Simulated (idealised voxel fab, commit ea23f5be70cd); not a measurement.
Process module under the name voxel spacer lines
Xsec cut, 155 nm wide, square cell size 5 nm.
Cross-section, as written here: a square-cell grid given band by band from the top down, where a band holds one or more rows of cells.
What a band's entry tells you: where the top is and where the bottom is, as heights in nm, and after that what lies inside, material by material from left to right, each with its width in nm. Empty space is written as the word "empty", and a single material marked with the word "edge to edge" occupies the band from edge to edge.
Height is counted from the level 0, under which the received wafer is composed throughout of one material. The lowest of the bands is not closed at the bottom but continues downward, in the notation "z 0 and below".
A two-number width, for instance "30..40", indicates that the width is equal to the first number in the top row of the band and to the second number in the bottom row, and that it changes by a constant amount per row of cells.
A step reported as "remained the same" is a step in which no cell of the cross-section changed.
For the entry "Encapsulated voids", the listed items are empty spaces with no open way to the top whose size is 8 cells or more; each item follows the pattern width x height at distance, where distance is from the left edge and all three are in nm.
On a step's line, text after the settings is the simulator commenting on that step.
The line of a step may include "overlay nm". On a step with a mask, this value is how far to the right of its planned place the mask lay. A negative value means the mask lay to the left.
The following list gives the planned process steps
1: RECEIVE (material Si)
2: CONFORMAL_DEP (material SiO2; thk nm 10)
3: DIRECTIONAL_DEP (material polySi; thk nm 10)
4: DIRECTIONAL_DEP (material aC; thk nm 30)
5: PATTERN (tone cover; mask id MANDREL; material resist; width nm 20; pitch nm 60; thk nm 35; overlay nm 0)
6: DIRECTIONAL_ETCH (etch materials aC; depth nm 30)
7: STRIP (etch materials resist)
8: CONFORMAL_DEP (material SiN; thk nm 10)
9: DIRECTIONAL_ETCH (etch materials SiN; depth nm 10)
10: STRIP (etch materials aC)
11: DIRECTIONAL_ETCH (etch materials polySi; depth nm 10)
12: STRIP (etch materials SiN)
The first of a set of two wafers, run to plan
Wafer cross-section on receipt, i.e. after step 1
  z 0 and below | Si edge to edge
  Encapsulated voids: none
Presented here is a cross-section of the wafer after step 2 has been performed
  z 10 to 0 | SiO2 edge to edge
  Below 0 it's all the same as before, nothing changed down there.
Presented here is a cross-section of the wafer after step 3 has been performed
  z 20 to 10 | polySi edge to edge
  Below 10 it's all the same as before, nothing changed down there.
Presented here is a cross-section of the wafer after step 4 has been performed
  z 50 to 20 | aC edge to edge
  Below 20 it's all the same as before, nothing changed down there.
Presented here is a cross-section of the wafer after step 5 has been performed
  z 85 to 50 | 35 empty; 20 resist; 40 empty; 20 resist; 40 empty
  Below 50 it's all the same as before, nothing changed down there.
Presented here is a cross-section of the wafer after step 6 has been performed
  z 55 to 50 | 35 empty; 20 resist; 40 empty; 20 resist; 40 empty
  z 50 to 20 | 35 empty; 20 aC; 40 empty; 20 aC; 40 empty
  Below 20 it's all the same as before, nothing changed down there.
Presented here is a cross-section of the wafer after step 7 has been performed
  z 50 to 20 | 35 empty; 20 aC; 40 empty; 20 aC; 40 empty
  Below 20 it's all the same as before, nothing changed down there.
Presented here is a cross-section of the wafer after step 8 has been performed
  z 60 to 50 | 25 empty; 40 SiN; 20 empty; 40 SiN; 30 empty
  z 50 to 30 | 25 empty; 10 SiN; 20 aC; 10 SiN; 20 empty; 10 SiN; 20 aC; 10 SiN; 30 empty
  z 30 to 20 | 35 SiN; 20 aC; 40 SiN; 20 aC; 40 SiN
  Below 20 it's all the same as before, nothing changed down there.
Presented here is a cross-section of the wafer after step 9 has been performed
  z 50 to 20 | 25 empty; 10 SiN; 20 aC; 10 SiN; 20 empty; 10 SiN; 20 aC; 10 SiN; 30 empty
  Below 20 it's all the same as before, nothing changed down there.
Presented here is a cross-section of the wafer after step 10 has been performed
  z 50 to 20 | 25 empty; 10 SiN; 20 empty; 10 SiN; 20 empty; 10 SiN; 20 empty; 10 SiN; 30 empty
  Below 20 it's all the same as before, nothing changed down there.
Presented here is a cross-section of the wafer after step 11 has been performed
  z 50 to 20 | 25 empty; 10 SiN; 20 empty; 10 SiN; 20 empty; 10 SiN; 20 empty; 10 SiN; 30 empty
  z 20 to 10 | 25 empty; 10 polySi; 20 empty; 10 polySi; 20 empty; 10 polySi; 20 empty; 10 polySi; 30 empty
  Below 10 it's all the same as before, nothing changed down there.
Presented here is a cross-section of the wafer after step 12 has been performed
  z 20 to 10 | 25 empty; 10 polySi; 20 empty; 10 polySi; 20 empty; 10 polySi; 20 empty; 10 polySi; 30 empty
  Below 10 it's all the same as before, nothing changed down there.
Now the other wafer: same start, same recipe, but we messed up one thing when running it. Up to and including step 1 it's the same as the first one
Cross-section, second wafer, at the end time the plan gives for step 2: remained the same
Cross-section, second wafer, at the end time the plan gives for step 3
  z 10 to 0 | polySi edge to edge
  Below 0 it's all the same as before, nothing changed down there.
Cross-section, second wafer, at the end time the plan gives for step 4
  z 40 to 10 | aC edge to edge
  Below 10 it's all the same as before, nothing changed down there.
Cross-section, second wafer, at the end time the plan gives for step 5
  z 75 to 40 | 35 empty; 20 resist; 40 empty; 20 resist; 40 empty
  Below 40 it's all the same as before, nothing changed down there.
Cross-section, second wafer, at the end time the plan gives for step 6
  z 45 to 40 | 35 empty; 20 resist; 40 empty; 20 resist; 40 empty
  z 40 to 10 | 35 empty; 20 aC; 40 empty; 20 aC; 40 empty
  Below 10 it's all the same as before, nothing changed down there.
Cross-section, second wafer, at the end time the plan gives for step 7
  z 40 to 10 | 35 empty; 20 aC; 40 empty; 20 aC; 40 empty
  Below 10 it's all the same as before, nothing changed down there.
Cross-section, second wafer, at the end time the plan gives for step 8
  z 50 to 40 | 25 empty; 40 SiN; 20 empty; 40 SiN; 30 empty
  z 40 to 20 | 25 empty; 10 SiN; 20 aC; 10 SiN; 20 empty; 10 SiN; 20 aC; 10 SiN; 30 empty
  z 20 to 10 | 35 SiN; 20 aC; 40 SiN; 20 aC; 40 SiN
  Below 10 it's all the same as before, nothing changed down there.
Cross-section, second wafer, at the end time the plan gives for step 9
  z 40 to 10 | 25 empty; 10 SiN; 20 aC; 10 SiN; 20 empty; 10 SiN; 20 aC; 10 SiN; 30 empty
  Below 10 it's all the same as before, nothing changed down there.
Cross-section, second wafer, at the end time the plan gives for step 10
  z 40 to 10 | 25 empty; 10 SiN; 20 empty; 10 SiN; 20 empty; 10 SiN; 20 empty; 10 SiN; 30 empty
  Below 10 it's all the same as before, nothing changed down there.
Cross-section, second wafer, at the end time the plan gives for step 11
  z 40 to 10 | 25 empty; 10 SiN; 20 empty; 10 SiN; 20 empty; 10 SiN; 20 empty; 10 SiN; 30 empty
  z 10 to 0 | 25 empty; 10 polySi; 20 empty; 10 polySi; 20 empty; 10 polySi; 20 empty; 10 polySi; 30 empty
  Below 0 it's all the same as before, nothing changed down there.
Cross-section, second wafer, at the end time the plan gives for step 12
  z 10 to 0 | 25 empty; 10 polySi; 20 empty; 10 polySi; 20 empty; 10 polySi; 20 empty; 10 polySi; 30 empty
  Below 0 it's all the same as before, nothing changed down there.
The mistake made against the process plan was this: step 2 in the plan did not get run; it was skipped
In the final state, the cell counts of the second wafer exceed or fall short of those of the first for the following materials: SiO2: 62 fewer
